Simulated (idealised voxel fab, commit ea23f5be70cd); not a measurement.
process module | voxel lift off
cross-section cut | 190 nm wide | cells 5 nm
A cross-section is a grid of square cells, given in bands from the top down. A band is one or more rows of cells.
Each band's line starts with the height of the band's top and of its bottom, in nm. Then come its materials from left to right, each with its width in nm. One material with "throughout" fills the band from edge to edge. "air" is empty space.
Height 0 is the level under which the wafer as received is all one material. The lowest band goes on downwards, as in "0 down".
A width such as "30 to 40" changes by the same amount from each row of cells to the next, from the band's top row to its bottom row.
"no change" after a step means that no cell of the cross-section changed.
closed voids: empty space of 8 cells or more with no open way to the top, each as width x height at its distance from the left edge, in nm
after a step's settings: what the simulator itself notes on the step
overlay nm, on a step with a mask: how far to the right of its planned place the mask lay; to the left if negative
plan
1 op RECEIVE | material Si
2 op CONFORMAL_DEP | material SiN | thk nm 15
3 op PATTERN | tone open | mask id LINES | material resist | width nm 30 | pitch nm 50 | thk nm 30 | overlay nm 0
4 op DIRECTIONAL_DEP | material Ru | thk nm 15
5 op STRIP | etch materials resist
6 op CONFORMAL_DEP | material SiO2 | thk nm 5
as received, after step 1
  0 down: Si throughout
  closed voids: none
first wafer at the end, as planned
  35 to 30: air 25 | SiO2 40 | air 10 | SiO2 40 | air 10 | SiO2 40 | air 25
  30 to 20: air 25 | SiO2 5 | Ru 30 | SiO2 5 | air 10 | SiO2 5 | Ru 30 | SiO2 5 | air 10 | SiO2 5 | Ru 30 | SiO2 5 | air 25
  20 to 15: SiO2 30 | Ru 30 | SiO2 20 | Ru 30 | SiO2 20 | Ru 30 | SiO2 30
  15 to 0: SiN throughout
  0 down: Si throughout
  closed voids: none
second wafer at the end: like start, like plan, one mistake
  35 to 30: air 30 | SiO2 40 | air 10 | SiO2 40 | air 10 | SiO2 40 | air 20
  30 to 20: air 30 | SiO2 5 | Ru 30 | SiO2 5 | air 10 | SiO2 5 | Ru 30 | SiO2 5 | air 10 | SiO2 5 | Ru 30 | SiO2 5 | air 20
  20 to 15: SiO2 35 | Ru 30 | SiO2 20 | Ru 30 | SiO2 20 | Ru 30 | SiO2 25
  15 to 0: SiN throughout
  0 down: Si throughout
  closed voids: none
what went wrong: step 3 ran as: op PATTERN | tone open | mask id LINES | material resist | width nm 30 | pitch nm 50 | thk nm 30 | overlay nm 5
at the end the second wafer has, in cells: as many of each material as the first, in other places
